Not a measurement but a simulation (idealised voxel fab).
Process module, titled voxel tone inversion
In the cross-section labelled cut, the width is 270 nm and each square cell is 5 nm.
Just so we're on the same page, the cross-sections are grids of square cells, and they're listed out in bands top to bottom, each band one or more rows deep. Band entry format. Leading values: height of top, height of bottom, nm. Remainder: materials in left-to-right order, each with its width in nm. Special words: "all across" on a single material, which then fills the band edge to edge; "air", empty space. Where do heights start? At 0: under that level the wafer as delivered is made of one material only. And the lowest band has no floor; it just carries on downward, as in "from 0 down". Width spec "30 to 40" -> top row of cells at first value, bottom row at second value, equal per-row change in between. Basically "all unchanged" means that step didn't change any cell in the cross-section. "Enclosed void inventory": sealed empty spaces, 8 cells or more, no open way to top, listed width x height at distance, with distance from the left edge and width, height and distance in nm. Heads up: the bit after the settings on a step's line is the simulator's remark on that step. Each step line may optionally specify "overlay nm", which for a step with a mask gives the rightward distance between the mask's planned place and where it lay, a negative value indicating the leftward direction.

So here's the lineup of process steps we planned:
1) RECEIVE | material Si
2) CONFORMAL_DEP | material SiCN | thk nm 5
3) DIRECTIONAL_DEP | material aC | thk nm 25
4) PATTERN | tone cover | mask id POSTS | material resist | width nm 25 | pitch nm 45 | thk nm 35 | overlay nm 0
5) DIRECTIONAL_ETCH | etch materials aC | depth nm 25
6) STRIP | etch materials resist
7) FILL_DEP | material lowk | thk nm 5
8) CMP | height nm 30
9) STRIP | etch materials aC

Cross-section of the incoming wafer, state after step 1:
- from 0 down: Si all across
- Enclosed void inventory: none

This is how the wafer looks in cross-section once the module is done, given the starting state and plan above and one mistake in carrying the plan out:
- from 30 to 25: lowk all across
- from 25 to 0: lowk 100  aC 25  lowk 20  aC 25  lowk 100
- from 0 down: Si all across
- Enclosed void inventory: none
It is concluded that the wafer was processed incorrectly with respect to the plan, in that heads up, step 2 of the plan was skipped and never actually ran
